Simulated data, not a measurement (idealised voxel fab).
Process module heading - voxel self aligned contacts
For reference, the cross-section in this document is cut, with width 265 nm and square cells of 5 nm.
How to read a cross-section here: the picture is a grid of square cells, written as bands going from the top down, and any band can span one or more rows of cells. In this notation a band is specified by the heights of its top and bottom, in that order and in nm, after which its materials appear from left to right, each paired with its width in nm. The word "throughout" attached to a single material means that material fills the band from edge to edge; the word "blank" stands for empty space. Heights from 0 (as-received wafer is one material below). Bottom band endless downward, as "z 0 and below". Per-row width for "30..40": begins at first number (top row of band), ends at second number (bottom row), increment between rows held constant. Basically "left unchanged" means that step didn't change any cell in the cross-section. Under "Sealed void inventory" you'll find the enclosed gaps, the ones with no way out to the top, that are 8 cells or bigger; each reads width x height at distance, with distance counted from the left edge, everything in nm. Post-settings text on a step line: simulator's own remark regarding the step. Among the settings permitted on a step's line is "overlay nm"; applied to a step with a mask, it specifies the extent to which the mask lay to the right of its planned position, whereas a negative figure signifies a position to the left.
Steps planned for the process:
1 RECEIVE [material Si]
2 CONFORMAL_DEP [material SiO2] [thk nm 5]
3 DIRECTIONAL_DEP [material polySi] [thk nm 25]
4 DIRECTIONAL_DEP [material SiN] [thk nm 20]
5 PATTERN [tone cover] [mask id GATE] [material resist] [width nm 30] [pitch nm 70] [thk nm 20] [overlay nm 0]
6 DIRECTIONAL_ETCH [etch materials SiN] [depth nm 20]
7 DIRECTIONAL_ETCH [etch materials polySi] [depth nm 25]
8 STRIP [etch materials resist]
9 CONFORMAL_DEP [material SiN] [thk nm 10]
10 DIRECTIONAL_ETCH [etch materials SiN] [depth nm 10]
11 FILL_DEP [material SiO2] [thk nm 15]
12 CMP [height nm 60]
13 MASKED_ETCH [tone open] [mask id CONTACT] [width nm 50] [pitch nm 70] [etch materials SiO2] [depth nm 60] [overlay nm 0]
14 CONFORMAL_DEP [material TiN] [thk nm 5]
15 FILL_DEP [material Ru] [thk nm 10]
16 CMP [height nm 60]
17 CONFORMAL_DEP [material SiN] [thk nm 5]
Split variable: thk nm, step 14. Plan value = first wafer. Wafers start alike.
Sectional view: first of several wafers, as received, after step 1:
> z 0 and below  Si throughout
> Sealed void inventory: none
Below is a per-wafer table. In it, each row describes the wafer at the end of the module by giving, for each material, the number of cells gained (+) or lost (-) since the wafer was received, and after that the closed voids of the wafer:
thk nm 5; +56 Ru; +233 SiN; +246 SiO2; +64 TiN; +90 polySi; Sealed void inventory: none
thk nm 10; +233 SiN; +246 SiO2; +120 TiN; +90 polySi; Sealed void inventory: none
thk nm 15; +233 SiN; +246 SiO2; +120 TiN; +90 polySi; Sealed void inventory: none
thk nm 20; +233 SiN; +246 SiO2; +120 TiN; +90 polySi; Sealed void inventory: none
